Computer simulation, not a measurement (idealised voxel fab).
Process module in this document: voxel double patterning
The cross-section on display is named cut; it measures 220 nm wide, and its cells are 5 nm squares.
When this document writes out a cross-section, it uses a grid of square cells and lists it as bands, beginning at the top and moving down, with a band standing for one or more rows of cells. Read a band's entry like this: the first values are the height of its top and the height of its bottom in nm, and what follows is the sequence of materials from left to right, each with its width in nm. Note that "air" is empty space, and that a single material marked "edge to edge" reaches across the band from edge to edge. Basically, 0 is our baseline, since under it the wafer straight out of the box is all one material. The bottom band has no lower end and keeps on going down, so it looks like "from 0 down". So if you see something like "30->40" for the width, read it as the top row of the band sitting at the first number and the bottom row at the second, with every row in between moving by the same amount as the last. "nothing was modified" means the step left every cell of the cross-section as it was. Look at "Enclosed internal voids" for the closed voids: empty spaces with no open path to the top, sized 8 cells or up. Each is width x height at distance, distance from the left edge, all nm. Step line, after settings: the simulator's comment on this step. Among the settings permitted on a step's line is "overlay nm"; applied to a step with a mask, it specifies the extent to which the mask lay to the right of its planned position, whereas a negative figure signifies a position to the left.

Planned step list for the process:
1. RECEIVE (material Si)
2. CONFORMAL_DEP (material SiO2; thk nm 10)
3. DIRECTIONAL_DEP (material TiN; thk nm 20)
4. DIRECTIONAL_DEP (material SiN; thk nm 10)
5. PATTERN (tone open; mask id FIRST; material resist; width nm 15; pitch nm 50; thk nm 15; overlay nm 0)
6. DIRECTIONAL_ETCH (etch materials SiN; depth nm 10)
7. STRIP (etch materials resist)
8. DIRECTIONAL_DEP (material aC; thk nm 15)
9. PATTERN (tone open; mask id SECOND; material resist; width nm 15; thk nm 35; overlay nm 0)
10. DIRECTIONAL_ETCH (etch materials aC; depth nm 15)
11. STRIP (etch materials resist)
12. DIRECTIONAL_ETCH (etch materials SiN; depth nm 10)
13. STRIP (etch materials aC)
14. DIRECTIONAL_ETCH (etch materials TiN; depth nm 20)
15. STRIP (etch materials SiN)

Run as planned: first of two wafers:

Wafer at receipt (post step 1), cross-section:
* from 0 down  Si edge to edge
* Enclosed internal voids: none

The following cross-section depicts the wafer upon completion of step 2:
* from 10 to 0  SiO2 edge to edge
* Below 0, the layers are the same as they were.

The following cross-section depicts the wafer upon completion of step 3:
* from 30 to 10  TiN edge to edge
* Below 10, the layers are the same as they were.

The following cross-section depicts the wafer upon completion of step 4:
* from 40 to 30  SiN edge to edge
* Below 30, the layers are the same as they were.

The following cross-section depicts the wafer upon completion of step 5:
* from 55 to 40  resist: 75, then air: 15, then resist: 35, then air: 15, then resist: 80
* Below 40, the layers are the same as they were.

The following cross-section depicts the wafer upon completion of step 6:
* from 55 to 40  resist: 75, then air: 15, then resist: 35, then air: 15, then resist: 80
* from 40 to 30  SiN: 75, then air: 15, then SiN: 35, then air: 15, then SiN: 80
* Below 30, the layers are the same as they were.

The following cross-section depicts the wafer upon completion of step 7:
* from 40 to 30  SiN: 75, then air: 15, then SiN: 35, then air: 15, then SiN: 80
* Below 30, the layers are the same as they were.

The following cross-section depicts the wafer upon completion of step 8:
* from 55 to 45  aC: 75, then air: 15, then aC: 35, then air: 15, then aC: 80
* from 45 to 40  aC edge to edge
* from 40 to 30  SiN: 75, then aC: 15, then SiN: 35, then aC: 15, then SiN: 80
* Below 30, the layers are the same as they were.

The following cross-section depicts the wafer upon completion of step 9:
* from 90 to 55  resist: 100, then air: 15, then resist: 105
* from 55 to 45  aC: 75, then resist: 15, then aC: 35, then resist: 15, then aC: 80
* Below 45, the layers are the same as they were.

The following cross-section depicts the wafer upon completion of step 10:
* from 75 to 55  resist: 100, then air: 15, then resist: 105
* from 55 to 45  aC: 75, then resist: 15, then aC: 10, then air: 15, then aC: 10, then resist: 15, then aC: 80
* from 45 to 40  aC: 100, then air: 15, then aC: 105
* Below 40, the layers are the same as they were.

The following cross-section depicts the wafer upon completion of step 11:
* from 55 to 45  aC: 75, then air: 15, then aC: 10, then air: 15, then aC: 10, then air: 15, then aC: 80
* Below 45, the layers are the same as they were.

The following cross-section depicts the wafer upon completion of step 12:
* from 55 to 45  aC: 75, then air: 15, then aC: 10, then air: 15, then aC: 10, then air: 15, then aC: 80
* from 45 to 40  aC: 100, then air: 15, then aC: 105
* from 40 to 30  SiN: 75, then aC: 15, then SiN: 10, then air: 15, then SiN: 10, then aC: 15, then SiN: 80
* Below 30, the layers are the same as they were.

The following cross-section depicts the wafer upon completion of step 13:
* from 40 to 30  SiN: 75, then air: 15, then SiN: 10, then air: 15, then SiN: 10, then air: 15, then SiN: 80
* Below 30, the layers are the same as they were.

The following cross-section depicts the wafer upon completion of step 14:
* from 40 to 30  SiN: 75, then air: 15, then SiN: 10, then air: 15, then SiN: 10, then air: 15, then SiN: 80
* from 30 to 10  TiN: 75, then air: 15, then TiN: 10, then air: 15, then TiN: 10, then air: 15, then TiN: 80
* Below 10, the layers are the same as they were.

The following cross-section depicts the wafer upon completion of step 15:
* from 30 to 10  TiN: 75, then air: 15, then TiN: 10, then air: 15, then TiN: 10, then air: 15, then TiN: 80
* Below 10, the layers are the same as they were.

Notes, second wafer: start = first wafer's, plan = first wafer's, execution had one mistake; history identical to first through step 1:

Look at the second wafer in cross-section at the time step 2 ought to have finished:
* from 5 to 0  SiO2 edge to edge
* Below 0, the layers are the same as they were.

Look at the second wafer in cross-section at the time step 3 ought to have finished:
* from 25 to 5  TiN edge to edge
* Below 5, the layers are the same as they were.

Look at the second wafer in cross-section at the time step 4 ought to have finished:
* from 35 to 25  SiN edge to edge
* Below 25, the layers are the same as they were.

Look at the second wafer in cross-section at the time step 5 ought to have finished:
* from 50 to 35  resist: 75, then air: 15, then resist: 35, then air: 15, then resist: 80
* Below 35, the layers are the same as they were.

Look at the second wafer in cross-section at the time step 6 ought to have finished:
* from 50 to 35  resist: 75, then air: 15, then resist: 35, then air: 15, then resist: 80
* from 35 to 25  SiN: 75, then air: 15, then SiN: 35, then air: 15, then SiN: 80
* Below 25, the layers are the same as they were.

Look at the second wafer in cross-section at the time step 7 ought to have finished:
* from 35 to 25  SiN: 75, then air: 15, then SiN: 35, then air: 15, then SiN: 80
* Below 25, the layers are the same as they were.

Look at the second wafer in cross-section at the time step 8 ought to have finished:
* from 50 to 40  aC: 75, then air: 15, then aC: 35, then air: 15, then aC: 80
* from 40 to 35  aC edge to edge
* from 35 to 25  SiN: 75, then aC: 15, then SiN: 35, then aC: 15, then SiN: 80
* Below 25, the layers are the same as they were.

Look at the second wafer in cross-section at the time step 9 ought to have finished:
* from 85 to 50  resist: 100, then air: 15, then resist: 105
* from 50 to 40  aC: 75, then resist: 15, then aC: 35, then resist: 15, then aC: 80
* Below 40, the layers are the same as they were.

Look at the second wafer in cross-section at the time step 10 ought to have finished:
* from 70 to 50  resist: 100, then air: 15, then resist: 105
* from 50 to 40  aC: 75, then resist: 15, then aC: 10, then air: 15, then aC: 10, then resist: 15, then aC: 80
* from 40 to 35  aC: 100, then air: 15, then aC: 105
* Below 35, the layers are the same as they were.

Look at the second wafer in cross-section at the time step 11 ought to have finished:
* from 50 to 40  aC: 75, then air: 15, then aC: 10, then air: 15, then aC: 10, then air: 15, then aC: 80
* Below 40, the layers are the same as they were.

Look at the second wafer in cross-section at the time step 12 ought to have finished:
* from 50 to 40  aC: 75, then air: 15, then aC: 10, then air: 15, then aC: 10, then air: 15, then aC: 80
* from 40 to 35  aC: 100, then air: 15, then aC: 105
* from 35 to 25  SiN: 75, then aC: 15, then SiN: 10, then air: 15, then SiN: 10, then aC: 15, then SiN: 80
* Below 25, the layers are the same as they were.

Look at the second wafer in cross-section at the time step 13 ought to have finished:
* from 35 to 25  SiN: 75, then air: 15, then SiN: 10, then air: 15, then SiN: 10, then air: 15, then SiN: 80
* Below 25, the layers are the same as they were.

Look at the second wafer in cross-section at the time step 14 ought to have finished:
* from 35 to 25  SiN: 75, then air: 15, then SiN: 10, then air: 15, then SiN: 10, then air: 15, then SiN: 80
* from 25 to 5  TiN: 75, then air: 15, then TiN: 10, then air: 15, then TiN: 10, then air: 15, then TiN: 80
* Below 5, the layers are the same as they were.

Look at the second wafer in cross-section at the time step 15 ought to have finished:
* from 25 to 5  TiN: 75, then air: 15, then TiN: 10, then air: 15, then TiN: 10, then air: 15, then TiN: 80
* Below 5, the layers are the same as they were.
what went wrong: rather than as planned, step 2 actually ran as CONFORMAL_DEP (material SiO2; thk nm 5)
End check, counted in cells, second wafer has more or fewer of these materials than the first: -44 SiO2
